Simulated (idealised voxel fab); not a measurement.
The process module that follows is named voxel air gaps.
Cross-section cut spans 210 nm and uses square cells 5 nm in size.
Notation: cross-section as square-cell grid; stated in bands, top first, going down; one or more cell rows per band. It is stipulated that each band's entry specify, in nanometres, the height of the top of the band and then that of its bottom, followed by the materials of the band in left-to-right sequence, each together with its width in nanometres. A single material marked by the word "full width" is understood to fill the band from edge to edge; the word "blank" is understood to denote empty space. All heights in this document are referenced to 0, defined as the level beneath which the wafer, as received, consists entirely of one material. The lowest band is not bounded below; it extends indefinitely downward and is written in the form "0 -> down". Per-row width for "30->40": begins at first number (top row of band), ends at second number (bottom row), increment between rows held constant. When a step is marked "remained unchanged", none of the cells in the cross-section changed during that step. "Sealed internal voids" means: voids of 8 cells or more that are shut off from the top with no open way through. Written width x height at distance, distance from the left edge, in nm. If you see something after the settings on a step's line, that's the simulator's own remark about that step. For masked steps, "overlay nm" on the step line gives how far right of plan the mask actually lay; a minus sign means it lay to the left.

**These are the steps we planned for the process**
1,op RECEIVE | material Si
2,op CONFORMAL_DEP | material SiO2 | thk nm 15
3,op CONFORMAL_DEP | material SiCN | thk nm 5
4,op DIRECTIONAL_DEP | material SiO2 | thk nm 30
5,op DIRECTIONAL_DEP | material aC | thk nm 10
6,op PATTERN | tone open | mask id LINES | material resist | width nm 20 | pitch nm 50 | thk nm 30 | overlay nm 0
7,op DIRECTIONAL_ETCH | etch materials aC | depth nm 10
8,op STRIP | etch materials resist
9,op DIRECTIONAL_ETCH | etch materials SiO2 | depth nm 30
10,op STRIP | etch materials aC
11,op CONFORMAL_DEP | material TiN | thk nm 5
12,op FILL_DEP | material W | thk nm 5
13,op CMP | height nm 50
14,op EPI | material Ru | thk nm 10
15,op SELECTIVE_ETCH | etch materials SiO2 | depth nm 40
16,op CONFORMAL_DEP | material SiCN | thk nm 5

**Of two wafers, the first: run according to plan**

**Cross-section, incoming material, after step 1**
    0 -> down: Si full width
    Sealed internal voids: none

**Sectional view: wafer, after step 2**
    15 -> 0: SiO2 full width
    Below 0, the layers are the same as they were.

**Sectional view: wafer, after step 3**
    20 -> 15: SiCN full width
    Below 15, the layers are the same as they were.

**Sectional view: wafer, after step 4**
    50 -> 20: SiO2 full width
    Below 20, the layers are the same as they were.

**Sectional view: wafer, after step 5**
    60 -> 50: aC full width
    Below 50, the layers are the same as they were.

**Sectional view: wafer, after step 6**
    90 -> 60: 20 of resist  20 of blank  30 of resist  20 of blank  30 of resist  20 of blank  30 of resist  20 of blank  20 of resist
    Below 60, the layers are the same as they were.

**Sectional view: wafer, after step 7**
    80 -> 60: 20 of resist  20 of blank  30 of resist  20 of blank  30 of resist  20 of blank  30 of resist  20 of blank  20 of resist
    60 -> 50: 20 of aC  20 of blank  30 of aC  20 of blank  30 of aC  20 of blank  30 of aC  20 of blank  20 of aC
    Below 50, the layers are the same as they were.

**Sectional view: wafer, after step 8**
    60 -> 50: 20 of aC  20 of blank  30 of aC  20 of blank  30 of aC  20 of blank  30 of aC  20 of blank  20 of aC
    Below 50, the layers are the same as they were.

**Sectional view: wafer, after step 9**
    60 -> 50: 20 of aC  20 of blank  30 of aC  20 of blank  30 of aC  20 of blank  30 of aC  20 of blank  20 of aC
    50 -> 20: 20 of SiO2  20 of blank  30 of SiO2  20 of blank  30 of SiO2  20 of blank  30 of SiO2  20 of blank  20 of SiO2
    Below 20, the layers are the same as they were.

**Sectional view: wafer, after step 10**
    50 -> 20: 20 of SiO2  20 of blank  30 of SiO2  20 of blank  30 of SiO2  20 of blank  30 of SiO2  20 of blank  20 of SiO2
    Below 20, the layers are the same as they were.

**Sectional view: wafer, after step 11**
    55 -> 50: 25 of TiN  10 of blank  40 of TiN  10 of blank  40 of TiN  10 of blank  40 of TiN  10 of blank  25 of TiN
    50 -> 25: 20 of SiO2  5 of TiN  10 of blank  5 of TiN  30 of SiO2  5 of TiN  10 of blank  5 of TiN  30 of SiO2  5 of TiN  10 of blank  5 of TiN  30 of SiO2  5 of TiN  10 of blank  5 of TiN  20 of SiO2
    25 -> 20: 20 of SiO2  20 of TiN  30 of SiO2  20 of TiN  30 of SiO2  20 of TiN  30 of SiO2  20 of TiN  20 of SiO2
    Below 20, the layers are the same as they were.

**Sectional view: wafer, after step 12**
    60 -> 55: W full width
    55 -> 50: 25 of TiN  10 of W  40 of TiN  10 of W  40 of TiN  10 of W  40 of TiN  10 of W  25 of TiN
    50 -> 25: 20 of SiO2  5 of TiN  10 of W  5 of TiN  30 of SiO2  5 of TiN  10 of W  5 of TiN  30 of SiO2  5 of TiN  10 of W  5 of TiN  30 of SiO2  5 of TiN  10 of W  5 of TiN  20 of SiO2
    Below 25, the layers are the same as they were.

**Sectional view: wafer, after step 13**
    50 -> 25: 20 of SiO2  5 of TiN  10 of W  5 of TiN  30 of SiO2  5 of TiN  10 of W  5 of TiN  30 of SiO2  5 of TiN  10 of W  5 of TiN  30 of SiO2  5 of TiN  10 of W  5 of TiN  20 of SiO2
    Below 25, the layers are the same as they were.

**Sectional view: wafer, after step 14**
    60 -> 50: 10 of blank  40 of Ru  10 of blank  40 of Ru  10 of blank  40 of Ru  10 of blank  40 of Ru  10 of blank
    Below 50, the layers are the same as they were.

**Sectional view: wafer, after step 15**
    60 -> 50: 10 of blank  40 of Ru  10 of blank  40 of Ru  10 of blank  40 of Ru  10 of blank  40 of Ru  10 of blank
    50 -> 25: 20 of blank  5 of TiN  10 of W  5 of TiN  30 of blank  5 of TiN  10 of W  5 of TiN  30 of blank  5 of TiN  10 of W  5 of TiN  30 of blank  5 of TiN  10 of W  5 of TiN  20 of blank
    25 -> 20: 20 of blank  20 of TiN  30 of blank  20 of TiN  30 of blank  20 of TiN  30 of blank  20 of TiN  20 of blank
    Below 20, the layers are the same as they were.

**Sectional view: wafer, after step 16**
    65 -> 60: 5 of blank  200 of SiCN  5 of blank
    60 -> 50: 5 of blank  5 of SiCN  40 of Ru  10 of SiCN  40 of Ru  10 of SiCN  40 of Ru  10 of SiCN  40 of Ru  5 of SiCN  5 of blank
    50 -> 45: 5 of blank  15 of SiCN  5 of TiN  10 of W  5 of TiN  30 of SiCN  5 of TiN  10 of W  5 of TiN  30 of SiCN  5 of TiN  10 of W  5 of TiN  30 of SiCN  5 of TiN  10 of W  5 of TiN  15 of SiCN  5 of blank
    45 -> 25: 15 of blank  5 of SiCN  5 of TiN  10 of W  5 of TiN  5 of SiCN  20 of blank  5 of SiCN  5 of TiN  10 of W  5 of TiN  5 of SiCN  20 of blank  5 of SiCN  5 of TiN  10 of W  5 of TiN  5 of SiCN  20 of blank  5 of SiCN  5 of TiN  10 of W  5 of TiN  5 of SiCN  15 of blank
    25 -> 20: 20 of SiCN  20 of TiN  30 of SiCN  20 of TiN  30 of SiCN  20 of TiN  30 of SiCN  20 of TiN  20 of SiCN
    Below 20, the layers are the same as they were.
    Sealed internal voids: 20 x 20 at 45; 20 x 20 at 95; 20 x 20 at 145

**The remaining wafer, second of the two, started like the first and was run to the same plan, except that one mistake was made along the way; the two coincide through step 2, inclusive**

Cross-sectional view of the second wafer at the intended end time of process step 3: remained unchanged

**Cross-sectional view of the second wafer at the intended end time of process step 4**
    45 -> 0: SiO2 full width
    Below 0, the layers are the same as they were.

**Cross-sectional view of the second wafer at the intended end time of process step 5**
    55 -> 45: aC full width
    Below 45, the layers are the same as they were.

**Cross-sectional view of the second wafer at the intended end time of process step 6**
    85 -> 55: 20 of resist  20 of blank  30 of resist  20 of blank  30 of resist  20 of blank  30 of resist  20 of blank  20 of resist
    Below 55, the layers are the same as they were.

**Cross-sectional view of the second wafer at the intended end time of process step 7**
    75 -> 55: 20 of resist  20 of blank  30 of resist  20 of blank  30 of resist  20 of blank  30 of resist  20 of blank  20 of resist
    55 -> 45: 20 of aC  20 of blank  30 of aC  20 of blank  30 of aC  20 of blank  30 of aC  20 of blank  20 of aC
    Below 45, the layers are the same as they were.

**Cross-sectional view of the second wafer at the intended end time of process step 8**
    55 -> 45: 20 of aC  20 of blank  30 of aC  20 of blank  30 of aC  20 of blank  30 of aC  20 of blank  20 of aC
    Below 45, the layers are the same as they were.

**Cross-sectional view of the second wafer at the intended end time of process step 9**
    55 -> 45: 20 of aC  20 of blank  30 of aC  20 of blank  30 of aC  20 of blank  30 of aC  20 of blank  20 of aC
    45 -> 15: 20 of SiO2  20 of blank  30 of SiO2  20 of blank  30 of SiO2  20 of blank  30 of SiO2  20 of blank  20 of SiO2
    Below 15, the layers are the same as they were.

**Cross-sectional view of the second wafer at the intended end time of process step 10**
    45 -> 15: 20 of SiO2  20 of blank  30 of SiO2  20 of blank  30 of SiO2  20 of blank  30 of SiO2  20 of blank  20 of SiO2
    Below 15, the layers are the same as they were.

**Cross-sectional view of the second wafer at the intended end time of process step 11**
    50 -> 45: 25 of TiN  10 of blank  40 of TiN  10 of blank  40 of TiN  10 of blank  40 of TiN  10 of blank  25 of TiN
    45 -> 20: 20 of SiO2  5 of TiN  10 of blank  5 of TiN  30 of SiO2  5 of TiN  10 of blank  5 of TiN  30 of SiO2  5 of TiN  10 of blank  5 of TiN  30 of SiO2  5 of TiN  10 of blank  5 of TiN  20 of SiO2
    20 -> 15: 20 of SiO2  20 of TiN  30 of SiO2  20 of TiN  30 of SiO2  20 of TiN  30 of SiO2  20 of TiN  20 of SiO2
    Below 15, the layers are the same as they were.

**Cross-sectional view of the second wafer at the intended end time of process step 12**
    55 -> 50: W full width
    50 -> 45: 25 of TiN  10 of W  40 of TiN  10 of W  40 of TiN  10 of W  40 of TiN  10 of W  25 of TiN
    45 -> 20: 20 of SiO2  5 of TiN  10 of W  5 of TiN  30 of SiO2  5 of TiN  10 of W  5 of TiN  30 of SiO2  5 of TiN  10 of W  5 of TiN  30 of SiO2  5 of TiN  10 of W  5 of TiN  20 of SiO2
    Below 20, the layers are the same as they were.

**Cross-sectional view of the second wafer at the intended end time of process step 13**
    50 -> 45: 25 of TiN  10 of W  40 of TiN  10 of W  40 of TiN  10 of W  40 of TiN  10 of W  25 of TiN
    Below 45, the layers are the same as they were.

**Cross-sectional view of the second wafer at the intended end time of process step 14**
    60 -> 50: Ru full width
    Below 50, the layers are the same as they were.

Cross-sectional view of the second wafer at the intended end time of process step 15: remained unchanged

**Cross-sectional view of the second wafer at the intended end time of process step 16**
    65 -> 60: SiCN full width
    Below 60, the layers are the same as they were.
Diagnosis: step 3 of the plan: omitted, not performed
At the finish, the second wafer shows more or fewer cells for some materials than the first does: Ru +20; SiCN -138; SiO2 +156; TiN +34; W +8
The first wafer finishes with 3 closed voids, while the second finishes with 0.
